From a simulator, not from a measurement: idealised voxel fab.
Documented hereafter: the process module known as voxel transistor to metal.
The figure presents cross-section cut, which has a width of 210 nm and is divided into square cells with an edge length of 5 nm.
In this document a cross-section is written as a grid of square cells. It is given as a series of bands, listed from the top down, and a band is one or more rows of cells.
It is stipulated that each band's entry specify, in nanometres, the height of the top of the band and then that of its bottom, followed by the materials of the band in left-to-right sequence, each together with its width in nanometres. A single material marked by the word "all across" is understood to fill the band from edge to edge; the word "empty" is understood to denote empty space.
Height reference: 0 = level under which incoming wafer is all one material. Lowest band: no bottom, runs on downward, e.g. "z 0 and below".
Top row gets the first number, bottom row gets the second, and each row in between changes by the same step: that is how a band width like "30..40" works.
"no alterations made" (step): cross-section cells unchanged, all of them.
Closed-off voids of 8+ cells (no open route to the top) go in "Voids, fully enclosed", written width x height at distance from the left edge, in nm.
Past the settings on a step's line: simulator remark, on that step.
overlay nm: step with mask; distance mask lay right of planned place; negative value = left of planned place.
## List of planned process steps
1 op RECEIVE | material Si
2 op CONFORMAL_DEP | material SiO2 | thk nm 5
3 op CONFORMAL_DEP | material SiN | thk nm 15
4 op DIRECTIONAL_DEP | material aC | thk nm 10
5 op PATTERN | tone cover | mask id ACTIVE | material resist | width nm 105 | thk nm 30 | overlay nm 0
6 op DIRECTIONAL_ETCH | etch materials aC | depth nm 10
7 op STRIP | etch materials resist
8 op DIRECTIONAL_ETCH | etch materials SiN | depth nm 15
9 op DIRECTIONAL_ETCH | etch materials SiO2 | depth nm 5
10 op DIRECTIONAL_ETCH | etch materials Si | depth nm 25
11 op STRIP | etch materials aC
12 op OXIDIZE | depth nm 5
13 op FILL_DEP | material SiO2 | thk nm 5
14 op CMP | height nm 20
15 op SELECTIVE_ETCH | etch materials SiO2 | depth nm 10
16 op STRIP | etch materials SiN
17 op SELECTIVE_ETCH | etch materials SiO2 | depth nm 5
18 op OXIDIZE | depth nm 5
19 op DIRECTIONAL_DEP | material polySi | thk nm 30
20 op DIRECTIONAL_DEP | material SiCN | thk nm 15
21 op MASKED_ETCH | tone cover | mask id GATE | width nm 25 | etch materials SiCN | depth nm 25 | overlay nm 0
22 op MASKED_ETCH | tone cover | mask id GATE | width nm 25 | etch materials polySi | depth nm 40 | overlay nm 0
23 op CONFORMAL_DEP | material SiO2 | thk nm 5
24 op DIRECTIONAL_ETCH | etch materials SiO2 | depth nm 5
25 op CONFORMAL_DEP | material SiN | thk nm 5
26 op DIRECTIONAL_ETCH | etch materials SiN | depth nm 5
27 op DIRECTIONAL_ETCH | etch materials SiO2 | depth nm 5
28 op DIRECTIONAL_ETCH | etch materials Si | depth nm 5
29 op EPI | material SiGe | thk nm 5
30 op FILL_DEP | material SiO2 | thk nm 5
31 op CMP | height nm 30
32 op STRIP | etch materials polySi
33 op SELECTIVE_ETCH | etch materials SiO2 | depth nm 5
34 op CONFORMAL_DEP | material HfO2 | thk nm 5
35 op CONFORMAL_DEP | material TiN | thk nm 5
36 op FILL_DEP | material W | thk nm 10
37 op CMP | height nm 25
38 op DIRECTIONAL_DEP | material SiO2 | thk nm 15
39 op DIRECTIONAL_DEP | material aC | thk nm 15
40 op PATTERN | tone open | mask id CONTACT | material resist | width nm 20 | pitch nm 75 | thk nm 30 | overlay nm 0
41 op DIRECTIONAL_ETCH | etch materials aC | depth nm 15
42 op STRIP | etch materials resist
43 op DIRECTIONAL_ETCH | etch materials SiO2 | depth nm 45
44 op STRIP | etch materials aC
45 op CONFORMAL_DEP | material TiN | thk nm 5
46 op FILL_DEP | material W | thk nm 5
47 op CMP | height nm 40
48 op CONFORMAL_DEP | material SiN | thk nm 5
49 op DIRECTIONAL_DEP | material SiO2 | thk nm 15
50 op MASKED_ETCH | tone open | mask id METAL_1 | width nm 20 | pitch nm 75 | etch materials SiO2 | depth nm 15 | overlay nm 0
51 op MASKED_ETCH | tone open | mask id METAL_1 | width nm 20 | pitch nm 75 | etch materials SiN | depth nm 5 | overlay nm 0
52 op CONFORMAL_DEP | material TiN | thk nm 5
53 op FILL_DEP | material Cu | thk nm 5
54 op CMP | height nm 60
55 op EPI | material Ru | thk nm 5
56 op FILL_DEP | material SiCN | thk nm 5
## First wafer, two in total, run as planned
## Wafer as received: cross-section following step 1
	z 0 and below = Si all across
	Voids, fully enclosed: none
## The wafer in cross-section once step 2 is complete
	z 5 to 0 = SiO2 all across
	Anything lower than 0 is untouched.
## The wafer in cross-section once step 3 is complete
	z 20 to 5 = SiN all across
	Anything lower than 5 is untouched.
## The wafer in cross-section once step 4 is complete
	z 30 to 20 = aC all across
	Anything lower than 20 is untouched.
## The wafer in cross-section once step 5 is complete
	z 60 to 30 = 50 empty; 105 resist; 55 empty
	Anything lower than 30 is untouched.
## The wafer in cross-section once step 6 is complete
	z 50 to 30 = 50 empty; 105 resist; 55 empty
	z 30 to 20 = 50 empty; 105 aC; 55 empty
	Anything lower than 20 is untouched.
## The wafer in cross-section once step 7 is complete
	z 30 to 20 = 50 empty; 105 aC; 55 empty
	Anything lower than 20 is untouched.
## The wafer in cross-section once step 8 is complete
	z 30 to 20 = 50 empty; 105 aC; 55 empty
	z 20 to 5 = 50 empty; 105 SiN; 55 empty
	Anything lower than 5 is untouched.
## The wafer in cross-section once step 9 is complete
	z 30 to 20 = 50 empty; 105 aC; 55 empty
	z 20 to 5 = 50 empty; 105 SiN; 55 empty
	z 5 to 0 = 50 empty; 105 SiO2; 55 empty
	Anything lower than 0 is untouched.
## The wafer in cross-section once step 10 is complete
	z 30 to 20 = 50 empty; 105 aC; 55 empty
	z 20 to 5 = 50 empty; 105 SiN; 55 empty
	z 5 to 0 = 50 empty; 105 SiO2; 55 empty
	z 0 to -25 = 50 empty; 105 Si; 55 empty
	Anything lower than -25 is untouched.
## The wafer in cross-section once step 11 is complete
	z 20 to 5 = 50 empty; 105 SiN; 55 empty
	Anything lower than 5 is untouched.
## The wafer in cross-section once step 12 is complete
	z 20 to 5 = 50 empty; 105 SiN; 55 empty
	z 5 to 0 = 50 empty; 105 SiO2; 55 empty
	z 0 to -25 = 50 empty; 5 SiO2; 95 Si; 5 SiO2; 55 empty
	z -25 to -30 = 55 SiO2; 95 Si; 60 SiO2
	Anything lower than -30 is untouched.
## The wafer in cross-section once step 13 is complete
	z 25 to 20 = SiO2 all across
	z 20 to 5 = 50 SiO2; 105 SiN; 55 SiO2
	z 5 to 0 = SiO2 all across
	z 0 to -30 = 55 SiO2; 95 Si; 60 SiO2
	Anything lower than -30 is untouched.
## The wafer in cross-section once step 14 is complete
	z 20 to 5 = 50 SiO2; 105 SiN; 55 SiO2
	Anything lower than 5 is untouched.
## The wafer in cross-section once step 15 is complete
	z 20 to 10 = 50 empty; 105 SiN; 55 empty
	Anything lower than 10 is untouched.
## The wafer in cross-section once step 16 is complete
	z 10 to 5 = 50 SiO2; 105 empty; 55 SiO2
	Anything lower than 5 is untouched.
## The wafer in cross-section once step 17 is complete
	z 5 to 0 = 45 SiO2; 115 empty; 50 SiO2
	Anything lower than 0 is untouched.
## The wafer in cross-section once step 18 is complete
	z 5 to 0 = 45 SiO2; 115 empty; 50 SiO2
	z 0 to -5 = SiO2 all across
	Anything lower than -5 is untouched.
## The wafer in cross-section once step 19 is complete
	z 35 to 30 = 45 polySi; 115 empty; 50 polySi
	z 30 to 5 = polySi all across
	z 5 to 0 = 45 SiO2; 115 polySi; 50 SiO2
	Anything lower than 0 is untouched.
## The wafer in cross-section once step 20 is complete
	z 50 to 45 = 45 SiCN; 115 empty; 50 SiCN
	z 45 to 35 = SiCN all across
	z 35 to 30 = 45 polySi; 115 SiCN; 50 polySi
	Anything lower than 30 is untouched.
## The wafer in cross-section once step 21 is complete
	z 45 to 35 = 90 empty; 25 SiCN; 95 empty
	z 35 to 30 = 45 polySi; 45 empty; 25 SiCN; 45 empty; 50 polySi
	Anything lower than 30 is untouched.
## The wafer in cross-section once step 22 is complete
	z 45 to 30 = 90 empty; 25 SiCN; 95 empty
	z 30 to 5 = 90 empty; 25 polySi; 95 empty
	z 5 to 0 = 45 SiO2; 45 empty; 25 polySi; 45 empty; 50 SiO2
	Anything lower than 0 is untouched.
## The wafer in cross-section once step 23 is complete
	z 50 to 45 = 85 empty; 35 SiO2; 90 empty
	z 45 to 30 = 85 empty; 5 SiO2; 25 SiCN; 5 SiO2; 90 empty
	z 30 to 10 = 85 empty; 5 SiO2; 25 polySi; 5 SiO2; 90 empty
	z 10 to 5 = 50 SiO2; 35 empty; 5 SiO2; 25 polySi; 5 SiO2; 35 empty; 55 SiO2
	z 5 to 0 = 90 SiO2; 25 polySi; 95 SiO2
	Anything lower than 0 is untouched.
## The wafer in cross-section once step 24 is complete
	z 45 to 30 = 85 empty; 5 SiO2; 25 SiCN; 5 SiO2; 90 empty
	z 30 to 5 = 85 empty; 5 SiO2; 25 polySi; 5 SiO2; 90 empty
	z 5 to 0 = 50 SiO2; 35 empty; 5 SiO2; 25 polySi; 5 SiO2; 35 empty; 55 SiO2
	Anything lower than 0 is untouched.
## The wafer in cross-section once step 25 is complete
	z 50 to 45 = 80 empty; 45 SiN; 85 empty
	z 45 to 30 = 80 empty; 5 SiN; 5 SiO2; 25 SiCN; 5 SiO2; 5 SiN; 85 empty
	z 30 to 10 = 80 empty; 5 SiN; 5 SiO2; 25 polySi; 5 SiO2; 5 SiN; 85 empty
	z 10 to 5 = 55 SiN; 25 empty; 5 SiN; 5 SiO2; 25 polySi; 5 SiO2; 5 SiN; 25 empty; 60 SiN
	z 5 to 0 = 50 SiO2; 35 SiN; 5 SiO2; 25 polySi; 5 SiO2; 35 SiN; 55 SiO2
	Anything lower than 0 is untouched.
## The wafer in cross-section once step 26 is complete
	z 45 to 30 = 80 empty; 5 SiN; 5 SiO2; 25 SiCN; 5 SiO2; 5 SiN; 85 empty
	z 30 to 5 = 80 empty; 5 SiN; 5 SiO2; 25 polySi; 5 SiO2; 5 SiN; 85 empty
	z 5 to 0 = 50 SiO2; 5 SiN; 25 empty; 5 SiN; 5 SiO2; 25 polySi; 5 SiO2; 5 SiN; 25 empty; 5 SiN; 55 SiO2
	Anything lower than 0 is untouched.
## The wafer in cross-section once step 27 is complete
	z 45 to 40 = 80 empty; 5 SiN; 5 empty; 25 SiCN; 5 empty; 5 SiN; 85 empty
	z 40 to 30 = 80 empty; 5 SiN; 5 SiO2; 25 SiCN; 5 SiO2; 5 SiN; 85 empty
	z 30 to 5 = 80 empty; 5 SiN; 5 SiO2; 25 polySi; 5 SiO2; 5 SiN; 85 empty
	z 5 to 0 = 50 empty; 5 SiN; 25 empty; 5 SiN; 5 SiO2; 25 polySi; 5 SiO2; 5 SiN; 25 empty; 5 SiN; 55 empty
	z 0 to -5 = 55 SiO2; 25 empty; 45 SiO2; 25 empty; 60 SiO2
	Anything lower than -5 is untouched.
## The wafer in cross-section once step 28 is complete
	z 45 to 40 = 80 empty; 5 SiN; 5 empty; 25 SiCN; 5 empty; 5 SiN; 85 empty
	z 40 to 30 = 80 empty; 5 SiN; 5 SiO2; 25 SiCN; 5 SiO2; 5 SiN; 85 empty
	z 30 to 5 = 80 empty; 5 SiN; 5 SiO2; 25 polySi; 5 SiO2; 5 SiN; 85 empty
	z 5 to 0 = 50 empty; 5 SiN; 25 empty; 5 SiN; 5 SiO2; 25 polySi; 5 SiO2; 5 SiN; 25 empty; 5 SiN; 55 empty
	z 0 to -5 = 55 SiO2; 25 empty; 45 SiO2; 25 empty; 60 SiO2
	z -5 to -10 = 55 SiO2; 25 empty; 45 Si; 25 empty; 60 SiO2
	Anything lower than -10 is untouched.
## The wafer in cross-section once step 29 is complete
	z 45 to 40 = 80 empty; 5 SiN; 5 empty; 25 SiCN; 5 empty; 5 SiN; 85 empty
	z 40 to 30 = 80 empty; 5 SiN; 5 SiO2; 25 SiCN; 5 SiO2; 5 SiN; 85 empty
	z 30 to 5 = 80 empty; 5 SiN; 5 SiO2; 25 polySi; 5 SiO2; 5 SiN; 85 empty
	z 5 to 0 = 50 empty; 5 SiN; 25 empty; 5 SiN; 5 SiO2; 25 polySi; 5 SiO2; 5 SiN; 25 empty; 5 SiN; 55 empty
	z 0 to -5 = 55 SiO2; 20 empty; 5 SiGe; 45 SiO2; 5 SiGe; 20 empty; 60 SiO2
	z -5 to -10 = 55 SiO2; 25 SiGe; 45 Si; 25 SiGe; 60 SiO2
	Anything lower than -10 is untouched.
## The wafer in cross-section once step 30 is complete
	z 50 to 45 = SiO2 all across
	z 45 to 30 = 80 SiO2; 5 SiN; 5 SiO2; 25 SiCN; 5 SiO2; 5 SiN; 85 SiO2
	z 30 to 5 = 80 SiO2; 5 SiN; 5 SiO2; 25 polySi; 5 SiO2; 5 SiN; 85 SiO2
	z 5 to 0 = 50 SiO2; 5 SiN; 25 SiO2; 5 SiN; 5 SiO2; 25 polySi; 5 SiO2; 5 SiN; 25 SiO2; 5 SiN; 55 SiO2
	z 0 to -5 = 75 SiO2; 5 SiGe; 45 SiO2; 5 SiGe; 80 SiO2
	Anything lower than -5 is untouched.
## The wafer in cross-section once step 31 is complete
	z 30 to 5 = 80 SiO2; 5 SiN; 5 SiO2; 25 polySi; 5 SiO2; 5 SiN; 85 SiO2
	Anything lower than 5 is untouched.
## The wafer in cross-section once step 32 is complete
	z 30 to 5 = 80 SiO2; 5 SiN; 5 SiO2; 25 empty; 5 SiO2; 5 SiN; 85 SiO2
	z 5 to 0 = 50 SiO2; 5 SiN; 25 SiO2; 5 SiN; 5 SiO2; 25 empty; 5 SiO2; 5 SiN; 25 SiO2; 5 SiN; 55 SiO2
	Anything lower than 0 is untouched.
## The wafer in cross-section once step 33 is complete
	z 30 to 25 = 80 empty; 5 SiN; 35 empty; 5 SiN; 85 empty
	z 25 to 5 = 80 SiO2; 5 SiN; 35 empty; 5 SiN; 85 SiO2
	z 5 to 0 = 50 SiO2; 5 SiN; 25 SiO2; 5 SiN; 35 empty; 5 SiN; 25 SiO2; 5 SiN; 55 SiO2
	z 0 to -5 = 75 SiO2; 5 SiGe; 5 SiO2; 35 empty; 5 SiO2; 5 SiGe; 80 SiO2
	Anything lower than -5 is untouched.
## The wafer in cross-section once step 34 is complete
	z 35 to 30 = 75 empty; 15 HfO2; 25 empty; 15 HfO2; 80 empty
	z 30 to 25 = 80 HfO2; 5 SiN; 5 HfO2; 25 empty; 5 HfO2; 5 SiN; 85 HfO2
	z 25 to 5 = 80 SiO2; 5 SiN; 5 HfO2; 25 empty; 5 HfO2; 5 SiN; 85 SiO2
	z 5 to 0 = 50 SiO2; 5 SiN; 25 SiO2; 5 SiN; 5 HfO2; 25 empty; 5 HfO2; 5 SiN; 25 SiO2; 5 SiN; 55 SiO2
	z 0 to -5 = 75 SiO2; 5 SiGe; 5 SiO2; 35 HfO2; 5 SiO2; 5 SiGe; 80 SiO2
	Anything lower than -5 is untouched.
## The wafer in cross-section once step 35 is complete
	z 40 to 35 = 70 empty; 25 TiN; 15 empty; 25 TiN; 75 empty
	z 35 to 30 = 75 TiN; 15 HfO2; 5 TiN; 15 empty; 5 TiN; 15 HfO2; 80 TiN
	z 30 to 25 = 80 HfO2; 5 SiN; 5 HfO2; 5 TiN; 15 empty; 5 TiN; 5 HfO2; 5 SiN; 85 HfO2
	z 25 to 5 = 80 SiO2; 5 SiN; 5 HfO2; 5 TiN; 15 empty; 5 TiN; 5 HfO2; 5 SiN; 85 SiO2
	z 5 to 0 = 50 SiO2; 5 SiN; 25 SiO2; 5 SiN; 5 HfO2; 25 TiN; 5 HfO2; 5 SiN; 25 SiO2; 5 SiN; 55 SiO2
	Anything lower than 0 is untouched.
## The wafer in cross-section once step 36 is complete
	z 50 to 40 = W all across
	z 40 to 35 = 70 W; 25 TiN; 15 W; 25 TiN; 75 W
	z 35 to 30 = 75 TiN; 15 HfO2; 5 TiN; 15 W; 5 TiN; 15 HfO2; 80 TiN
	z 30 to 25 = 80 HfO2; 5 SiN; 5 HfO2; 5 TiN; 15 W; 5 TiN; 5 HfO2; 5 SiN; 85 HfO2
	z 25 to 5 = 80 SiO2; 5 SiN; 5 HfO2; 5 TiN; 15 W; 5 TiN; 5 HfO2; 5 SiN; 85 SiO2
	Anything lower than 5 is untouched.
## The wafer in cross-section once step 37 is complete
	z 25 to 5 = 80 SiO2; 5 SiN; 5 HfO2; 5 TiN; 15 W; 5 TiN; 5 HfO2; 5 SiN; 85 SiO2
	Anything lower than 5 is untouched.
## The wafer in cross-section once step 38 is complete
	z 40 to 25 = SiO2 all across
	Anything lower than 25 is untouched.
## The wafer in cross-section once step 39 is complete
	z 55 to 40 = aC all across
	Anything lower than 40 is untouched.
## The wafer in cross-section once step 40 is complete
	z 85 to 55 = 55 resist; 20 empty; 55 resist; 20 empty; 60 resist
	Anything lower than 55 is untouched.
## The wafer in cross-section once step 41 is complete
	z 70 to 55 = 55 resist; 20 empty; 55 resist; 20 empty; 60 resist
	z 55 to 40 = 55 aC; 20 empty; 55 aC; 20 empty; 60 aC
	Anything lower than 40 is untouched.
## The wafer in cross-section once step 42 is complete
	z 55 to 40 = 55 aC; 20 empty; 55 aC; 20 empty; 60 aC
	Anything lower than 40 is untouched.
## The wafer in cross-section once step 43 is complete
	z 55 to 40 = 55 aC; 20 empty; 55 aC; 20 empty; 60 aC
	z 40 to 25 = 55 SiO2; 20 empty; 55 SiO2; 20 empty; 60 SiO2
	z 25 to 5 = 55 SiO2; 20 empty; 5 SiO2; 5 SiN; 5 HfO2; 5 TiN; 15 W; 5 TiN; 5 HfO2; 5 SiN; 5 SiO2; 20 empty; 60 SiO2
	z 5 to 0 = 50 SiO2; 5 SiN; 20 empty; 5 SiO2; 5 SiN; 5 HfO2; 25 TiN; 5 HfO2; 5 SiN; 5 SiO2; 20 empty; 5 SiN; 55 SiO2
	z 0 to -5 = 55 SiO2; 20 empty; 5 SiGe; 5 SiO2; 35 HfO2; 5 SiO2; 5 SiGe; 20 empty; 60 SiO2
	Anything lower than -5 is untouched.
## The wafer in cross-section once step 44 is complete
	z 40 to 25 = 55 SiO2; 20 empty; 55 SiO2; 20 empty; 60 SiO2
	Anything lower than 25 is untouched.
## The wafer in cross-section once step 45 is complete
	z 45 to 40 = 60 TiN; 10 empty; 65 TiN; 10 empty; 65 TiN
	z 40 to 25 = 55 SiO2; 5 TiN; 10 empty; 5 TiN; 55 SiO2; 5 TiN; 10 empty; 5 TiN; 60 SiO2
	z 25 to 5 = 55 SiO2; 5 TiN; 10 empty; 5 TiN; 5 SiO2; 5 SiN; 5 HfO2; 5 TiN; 15 W; 5 TiN; 5 HfO2; 5 SiN; 5 SiO2; 5 TiN; 10 empty; 5 TiN; 60 SiO2
	z 5 to 0 = 50 SiO2; 5 SiN; 5 TiN; 10 empty; 5 TiN; 5 SiO2; 5 SiN; 5 HfO2; 25 TiN; 5 HfO2; 5 SiN; 5 SiO2; 5 TiN; 10 empty; 5 TiN; 5 SiN; 55 SiO2
	z 0 to -5 = 55 SiO2; 20 TiN; 5 SiGe; 5 SiO2; 35 HfO2; 5 SiO2; 5 SiGe; 20 TiN; 60 SiO2
	Anything lower than -5 is untouched.
## The wafer in cross-section once step 46 is complete
	z 50 to 45 = W all across
	z 45 to 40 = 60 TiN; 10 W; 65 TiN; 10 W; 65 TiN
	z 40 to 25 = 55 SiO2; 5 TiN; 10 W; 5 TiN; 55 SiO2; 5 TiN; 10 W; 5 TiN; 60 SiO2
	z 25 to 5 = 55 SiO2; 5 TiN; 10 W; 5 TiN; 5 SiO2; 5 SiN; 5 HfO2; 5 TiN; 15 W; 5 TiN; 5 HfO2; 5 SiN; 5 SiO2; 5 TiN; 10 W; 5 TiN; 60 SiO2
	z 5 to 0 = 50 SiO2; 5 SiN; 5 TiN; 10 W; 5 TiN; 5 SiO2; 5 SiN; 5 HfO2; 25 TiN; 5 HfO2; 5 SiN; 5 SiO2; 5 TiN; 10 W; 5 TiN; 5 SiN; 55 SiO2
	Anything lower than 0 is untouched.
## The wafer in cross-section once step 47 is complete
	z 40 to 25 = 55 SiO2; 5 TiN; 10 W; 5 TiN; 55 SiO2; 5 TiN; 10 W; 5 TiN; 60 SiO2
	Anything lower than 25 is untouched.
## The wafer in cross-section once step 48 is complete
	z 45 to 40 = SiN all across
	Anything lower than 40 is untouched.
## The wafer in cross-section once step 49 is complete
	z 60 to 45 = SiO2 all across
	Anything lower than 45 is untouched.
## The wafer in cross-section once step 50 is complete
	z 60 to 45 = 55 SiO2; 20 empty; 55 SiO2; 20 empty; 60 SiO2
	Anything lower than 45 is untouched.
## The wafer in cross-section once step 51 is complete
	z 60 to 45 = 55 SiO2; 20 empty; 55 SiO2; 20 empty; 60 SiO2
	z 45 to 40 = 55 SiN; 20 empty; 55 SiN; 20 empty; 60 SiN
	Anything lower than 40 is untouched.
## The wafer in cross-section once step 52 is complete
	z 65 to 60 = 60 TiN; 10 empty; 65 TiN; 10 empty; 65 TiN
	z 60 to 45 = 55 SiO2; 5 TiN; 10 empty; 5 TiN; 55 SiO2; 5 TiN; 10 empty; 5 TiN; 60 SiO2
	z 45 to 40 = 55 SiN; 20 TiN; 55 SiN; 20 TiN; 60 SiN
	Anything lower than 40 is untouched.
## The wafer in cross-section once step 53 is complete
	z 70 to 65 = Cu all across
	z 65 to 60 = 60 TiN; 10 Cu; 65 TiN; 10 Cu; 65 TiN
	z 60 to 45 = 55 SiO2; 5 TiN; 10 Cu; 5 TiN; 55 SiO2; 5 TiN; 10 Cu; 5 TiN; 60 SiO2
	Anything lower than 45 is untouched.
## The wafer in cross-section once step 54 is complete
	z 60 to 45 = 55 SiO2; 5 TiN; 10 Cu; 5 TiN; 55 SiO2; 5 TiN; 10 Cu; 5 TiN; 60 SiO2
	Anything lower than 45 is untouched.
## The wafer in cross-section once step 55 is complete
	z 65 to 60 = 50 empty; 30 Ru; 45 empty; 30 Ru; 55 empty
	Anything lower than 60 is untouched.
## The wafer in cross-section once step 56 is complete
	z 70 to 65 = SiCN all across
	z 65 to 60 = 50 SiCN; 30 Ru; 45 SiCN; 30 Ru; 55 SiCN
	Anything lower than 60 is untouched.
## Second wafer - shared start and plan with the first - one error in running - same as the first up to step 33 inclusive
Cross-sectional representation of the second wafer at the time designated in the plan for the completion of step 34: no alterations made
## Cross-sectional representation of the second wafer at the time designated in the plan for the completion of step 35
	z 35 to 30 = 75 empty; 15 TiN; 25 empty; 15 TiN; 80 empty
	z 30 to 25 = 80 TiN; 5 SiN; 5 TiN; 25 empty; 5 TiN; 5 SiN; 85 TiN
	z 25 to 5 = 80 SiO2; 5 SiN; 5 TiN; 25 empty; 5 TiN; 5 SiN; 85 SiO2
	z 5 to 0 = 50 SiO2; 5 SiN; 25 SiO2; 5 SiN; 5 TiN; 25 empty; 5 TiN; 5 SiN; 25 SiO2; 5 SiN; 55 SiO2
	z 0 to -5 = 75 SiO2; 5 SiGe; 5 SiO2; 35 TiN; 5 SiO2; 5 SiGe; 80 SiO2
	Anything lower than -5 is untouched.
## Cross-sectional representation of the second wafer at the time designated in the plan for the completion of step 36
	z 45 to 35 = W all across
	z 35 to 30 = 75 W; 15 TiN; 25 W; 15 TiN; 80 W
	z 30 to 25 = 80 TiN; 5 SiN; 5 TiN; 25 W; 5 TiN; 5 SiN; 85 TiN
	z 25 to 5 = 80 SiO2; 5 SiN; 5 TiN; 25 W; 5 TiN; 5 SiN; 85 SiO2
	z 5 to 0 = 50 SiO2; 5 SiN; 25 SiO2; 5 SiN; 5 TiN; 25 W; 5 TiN; 5 SiN; 25 SiO2; 5 SiN; 55 SiO2
	Anything lower than 0 is untouched.
## Cross-sectional representation of the second wafer at the time designated in the plan for the completion of step 37
	z 25 to 5 = 80 SiO2; 5 SiN; 5 TiN; 25 W; 5 TiN; 5 SiN; 85 SiO2
	Anything lower than 5 is untouched.
## Cross-sectional representation of the second wafer at the time designated in the plan for the completion of step 38
	z 40 to 25 = SiO2 all across
	Anything lower than 25 is untouched.
## Cross-sectional representation of the second wafer at the time designated in the plan for the completion of step 39
	z 55 to 40 = aC all across
	Anything lower than 40 is untouched.
## Cross-sectional representation of the second wafer at the time designated in the plan for the completion of step 40
	z 85 to 55 = 55 resist; 20 empty; 55 resist; 20 empty; 60 resist
	Anything lower than 55 is untouched.
## Cross-sectional representation of the second wafer at the time designated in the plan for the completion of step 41
	z 70 to 55 = 55 resist; 20 empty; 55 resist; 20 empty; 60 resist
	z 55 to 40 = 55 aC; 20 empty; 55 aC; 20 empty; 60 aC
	Anything lower than 40 is untouched.
## Cross-sectional representation of the second wafer at the time designated in the plan for the completion of step 42
	z 55 to 40 = 55 aC; 20 empty; 55 aC; 20 empty; 60 aC
	Anything lower than 40 is untouched.
## Cross-sectional representation of the second wafer at the time designated in the plan for the completion of step 43
	z 55 to 40 = 55 aC; 20 empty; 55 aC; 20 empty; 60 aC
	z 40 to 25 = 55 SiO2; 20 empty; 55 SiO2; 20 empty; 60 SiO2
	z 25 to 5 = 55 SiO2; 20 empty; 5 SiO2; 5 SiN; 5 TiN; 25 W; 5 TiN; 5 SiN; 5 SiO2; 20 empty; 60 SiO2
	z 5 to 0 = 50 SiO2; 5 SiN; 20 empty; 5 SiO2; 5 SiN; 5 TiN; 25 W; 5 TiN; 5 SiN; 5 SiO2; 20 empty; 5 SiN; 55 SiO2
	z 0 to -5 = 55 SiO2; 20 empty; 5 SiGe; 5 SiO2; 35 TiN; 5 SiO2; 5 SiGe; 20 empty; 60 SiO2
	Anything lower than -5 is untouched.
## Cross-sectional representation of the second wafer at the time designated in the plan for the completion of step 44
	z 40 to 25 = 55 SiO2; 20 empty; 55 SiO2; 20 empty; 60 SiO2
	Anything lower than 25 is untouched.
## Cross-sectional representation of the second wafer at the time designated in the plan for the completion of step 45
	z 45 to 40 = 60 TiN; 10 empty; 65 TiN; 10 empty; 65 TiN
	z 40 to 25 = 55 SiO2; 5 TiN; 10 empty; 5 TiN; 55 SiO2; 5 TiN; 10 empty; 5 TiN; 60 SiO2
	z 25 to 5 = 55 SiO2; 5 TiN; 10 empty; 5 TiN; 5 SiO2; 5 SiN; 5 TiN; 25 W; 5 TiN; 5 SiN; 5 SiO2; 5 TiN; 10 empty; 5 TiN; 60 SiO2
	z 5 to 0 = 50 SiO2; 5 SiN; 5 TiN; 10 empty; 5 TiN; 5 SiO2; 5 SiN; 5 TiN; 25 W; 5 TiN; 5 SiN; 5 SiO2; 5 TiN; 10 empty; 5 TiN; 5 SiN; 55 SiO2
	z 0 to -5 = 55 SiO2; 20 TiN; 5 SiGe; 5 SiO2; 35 TiN; 5 SiO2; 5 SiGe; 20 TiN; 60 SiO2
	Anything lower than -5 is untouched.
## Cross-sectional representation of the second wafer at the time designated in the plan for the completion of step 46
	z 50 to 45 = W all across
	z 45 to 40 = 60 TiN; 10 W; 65 TiN; 10 W; 65 TiN
	z 40 to 25 = 55 SiO2; 5 TiN; 10 W; 5 TiN; 55 SiO2; 5 TiN; 10 W; 5 TiN; 60 SiO2
	z 25 to 5 = 55 SiO2; 5 TiN; 10 W; 5 TiN; 5 SiO2; 5 SiN; 5 TiN; 25 W; 5 TiN; 5 SiN; 5 SiO2; 5 TiN; 10 W; 5 TiN; 60 SiO2
	z 5 to 0 = 50 SiO2; 5 SiN; 5 TiN; 10 W; 5 TiN; 5 SiO2; 5 SiN; 5 TiN; 25 W; 5 TiN; 5 SiN; 5 SiO2; 5 TiN; 10 W; 5 TiN; 5 SiN; 55 SiO2
	Anything lower than 0 is untouched.
## Cross-sectional representation of the second wafer at the time designated in the plan for the completion of step 47
	z 40 to 25 = 55 SiO2; 5 TiN; 10 W; 5 TiN; 55 SiO2; 5 TiN; 10 W; 5 TiN; 60 SiO2
	Anything lower than 25 is untouched.
## Cross-sectional representation of the second wafer at the time designated in the plan for the completion of step 48
	z 45 to 40 = SiN all across
	Anything lower than 40 is untouched.
## Cross-sectional representation of the second wafer at the time designated in the plan for the completion of step 49
	z 60 to 45 = SiO2 all across
	Anything lower than 45 is untouched.
## Cross-sectional representation of the second wafer at the time designated in the plan for the completion of step 50
	z 60 to 45 = 55 SiO2; 20 empty; 55 SiO2; 20 empty; 60 SiO2
	Anything lower than 45 is untouched.
## Cross-sectional representation of the second wafer at the time designated in the plan for the completion of step 51
	z 60 to 45 = 55 SiO2; 20 empty; 55 SiO2; 20 empty; 60 SiO2
	z 45 to 40 = 55 SiN; 20 empty; 55 SiN; 20 empty; 60 SiN
	Anything lower than 40 is untouched.
## Cross-sectional representation of the second wafer at the time designated in the plan for the completion of step 52
	z 65 to 60 = 60 TiN; 10 empty; 65 TiN; 10 empty; 65 TiN
	z 60 to 45 = 55 SiO2; 5 TiN; 10 empty; 5 TiN; 55 SiO2; 5 TiN; 10 empty; 5 TiN; 60 SiO2
	z 45 to 40 = 55 SiN; 20 TiN; 55 SiN; 20 TiN; 60 SiN
	Anything lower than 40 is untouched.
## Cross-sectional representation of the second wafer at the time designated in the plan for the completion of step 53
	z 70 to 65 = Cu all across
	z 65 to 60 = 60 TiN; 10 Cu; 65 TiN; 10 Cu; 65 TiN
	z 60 to 45 = 55 SiO2; 5 TiN; 10 Cu; 5 TiN; 55 SiO2; 5 TiN; 10 Cu; 5 TiN; 60 SiO2
	Anything lower than 45 is untouched.
## Cross-sectional representation of the second wafer at the time designated in the plan for the completion of step 54
	z 60 to 45 = 55 SiO2; 5 TiN; 10 Cu; 5 TiN; 55 SiO2; 5 TiN; 10 Cu; 5 TiN; 60 SiO2
	Anything lower than 45 is untouched.
## Cross-sectional representation of the second wafer at the time designated in the plan for the completion of step 55
	z 65 to 60 = 50 empty; 30 Ru; 45 empty; 30 Ru; 55 empty
	Anything lower than 60 is untouched.
## Cross-sectional representation of the second wafer at the time designated in the plan for the completion of step 56
	z 70 to 65 = SiCN all across
	z 65 to 60 = 50 SiCN; 30 Ru; 45 SiCN; 30 Ru; 55 SiCN
	Anything lower than 60 is untouched.
What was done differently from what was planned? step 34 of the plan was omitted and not executed
It is noted that, at the conclusion of processing, the second wafer exhibits a higher or lower cell count for certain materials relative to the first: -17 HfO2, +4 TiN, +13 W
